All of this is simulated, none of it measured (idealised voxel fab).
The name of this process module is voxel released beams.
The cross-section shown here is cut; it is 195 nm wide and divided into square cells measuring 5 nm on a side.
Cross-section format: a grid of square cells, given as bands from top to bottom; each band is one or more rows of cells. Quick guide to a band line: top height, bottom height (nm) up front; then every material left to right with its width in nm. Only one material and it's marked "throughout"? Then it fills the band edge to edge. And "empty" just means empty space. We count height from 0. Below that, the starting wafer is all one material. The lowest band never ends at the bottom but goes on down; see "0 nm and below" for how that is written. Width: "30->40" (first number = top row, second number = bottom row, same change from row to row of cells). "no modification", as given for a step, is the statement that not any cell of the cross-section underwent a change during that step. The entry "Enclosed void catalog" lists the empty spaces that cover at least 8 cells and have no open path to the top. Each is written as width x height at distance, where the distance is measured from the left edge and all three values are in nm. Read whatever lies past the settings on a step's line as the simulator's own remark about the step. If you see "overlay nm" on a step's line and that step has a mask, it's telling you how far right of where it was planned the mask ended up; a negative number means it went left instead.
**Set out below are the planned steps of the process**
1) RECEIVE with material Si
2) CONFORMAL_DEP with material SiN, thk nm 10
3) DIRECTIONAL_DEP with material SiO2, thk nm 20
4) MASKED_ETCH with tone open, mask id ANCHOR, width nm 45, etch materials SiO2, depth nm 20, overlay nm 0
5) CONFORMAL_DEP with material TiN, thk nm 15
6) PATTERN with tone cover, mask id BEAM, material resist, width nm 125, thk nm 15, overlay nm 0
7) DIRECTIONAL_ETCH with etch materials TiN, depth nm 15
8) STRIP with etch materials resist
9) STRIP with etch materials SiO2
**The following pertains to the first of two wafers, which was processed as planned**
**Here's what the wafer looked like in cross-section when it arrived - that's after step 1**
    0 nm and below | Si throughout
    Enclosed void catalog: none
**Sectional view: wafer, after step 2**
    10 nm to 0 nm | SiN throughout
    No changes below 0.
**Sectional view: wafer, after step 3**
    30 nm to 10 nm | SiO2 throughout
    No changes below 10.
**Sectional view: wafer, after step 4**
    30 nm to 10 nm | 35 nm SiO2 | 45 nm empty | 115 nm SiO2
    No changes below 10.
**Sectional view: wafer, after step 5**
    45 nm to 30 nm | 50 nm TiN | 15 nm empty | 130 nm TiN
    30 nm to 25 nm | 35 nm SiO2 | 15 nm TiN | 15 nm empty | 15 nm TiN | 115 nm SiO2
    25 nm to 10 nm | 35 nm SiO2 | 45 nm TiN | 115 nm SiO2
    No changes below 10.
**Sectional view: wafer, after step 6**
    60 nm to 45 nm | 30 nm empty | 125 nm resist | 40 nm empty
    45 nm to 30 nm | 50 nm TiN | 15 nm resist | 130 nm TiN
    30 nm to 25 nm | 35 nm SiO2 | 15 nm TiN | 15 nm resist | 15 nm TiN | 115 nm SiO2
    No changes below 25.
**Sectional view: wafer, after step 7**
    60 nm to 45 nm | 30 nm empty | 125 nm resist | 40 nm empty
    45 nm to 30 nm | 30 nm empty | 20 nm TiN | 15 nm resist | 90 nm TiN | 40 nm empty
    No changes below 30.
**Sectional view: wafer, after step 8**
    45 nm to 30 nm | 30 nm empty | 20 nm TiN | 15 nm empty | 90 nm TiN | 40 nm empty
    30 nm to 25 nm | 35 nm SiO2 | 15 nm TiN | 15 nm empty | 15 nm TiN | 115 nm SiO2
    No changes below 25.
**Sectional view: wafer, after step 9**
    45 nm to 30 nm | 30 nm empty | 20 nm TiN | 15 nm empty | 90 nm TiN | 40 nm empty
    30 nm to 25 nm | 35 nm empty | 15 nm TiN | 15 nm empty | 15 nm TiN | 115 nm empty
    25 nm to 10 nm | 35 nm empty | 45 nm TiN | 115 nm empty
    No changes below 10.
**Regarding the second of the two wafers: it shared the first wafer's starting condition and process plan, yet one error occurred during its execution. Its history coincides with that of the first wafer up to and including step 3**
**Second wafer, sectioned view, at step 4's planned end time**
    30 nm to 10 nm | 40 nm SiO2 | 45 nm empty | 110 nm SiO2
    No changes below 10.
**Second wafer, sectioned view, at step 5's planned end time**
    45 nm to 30 nm | 55 nm TiN | 15 nm empty | 125 nm TiN
    30 nm to 25 nm | 40 nm SiO2 | 15 nm TiN | 15 nm empty | 15 nm TiN | 110 nm SiO2
    25 nm to 10 nm | 40 nm SiO2 | 45 nm TiN | 110 nm SiO2
    No changes below 10.
**Second wafer, sectioned view, at step 6's planned end time**
    60 nm to 45 nm | 30 nm empty | 125 nm resist | 40 nm empty
    45 nm to 30 nm | 55 nm TiN | 15 nm resist | 125 nm TiN
    30 nm to 25 nm | 40 nm SiO2 | 15 nm TiN | 15 nm resist | 15 nm TiN | 110 nm SiO2
    No changes below 25.
**Second wafer, sectioned view, at step 7's planned end time**
    60 nm to 45 nm | 30 nm empty | 125 nm resist | 40 nm empty
    45 nm to 30 nm | 30 nm empty | 25 nm TiN | 15 nm resist | 85 nm TiN | 40 nm empty
    No changes below 30.
**Second wafer, sectioned view, at step 8's planned end time**
    45 nm to 30 nm | 30 nm empty | 25 nm TiN | 15 nm empty | 85 nm TiN | 40 nm empty
    30 nm to 25 nm | 40 nm SiO2 | 15 nm TiN | 15 nm empty | 15 nm TiN | 110 nm SiO2
    No changes below 25.
**Second wafer, sectioned view, at step 9's planned end time**
    45 nm to 30 nm | 30 nm empty | 25 nm TiN | 15 nm empty | 85 nm TiN | 40 nm empty
    30 nm to 25 nm | 40 nm empty | 15 nm TiN | 15 nm empty | 15 nm TiN | 110 nm empty
    25 nm to 10 nm | 40 nm empty | 45 nm TiN | 110 nm empty
    No changes below 10.
In executing the process, a mistake was made relative to the plan: heads up, step 4 didn't go per plan, it actually ran as MASKED_ETCH with tone open, mask id ANCHOR, width nm 45, etch materials SiO2, depth nm 20, overlay nm 5
At the close, every material occupies the same number of cells on the second wafer as on the first, only in different positions.
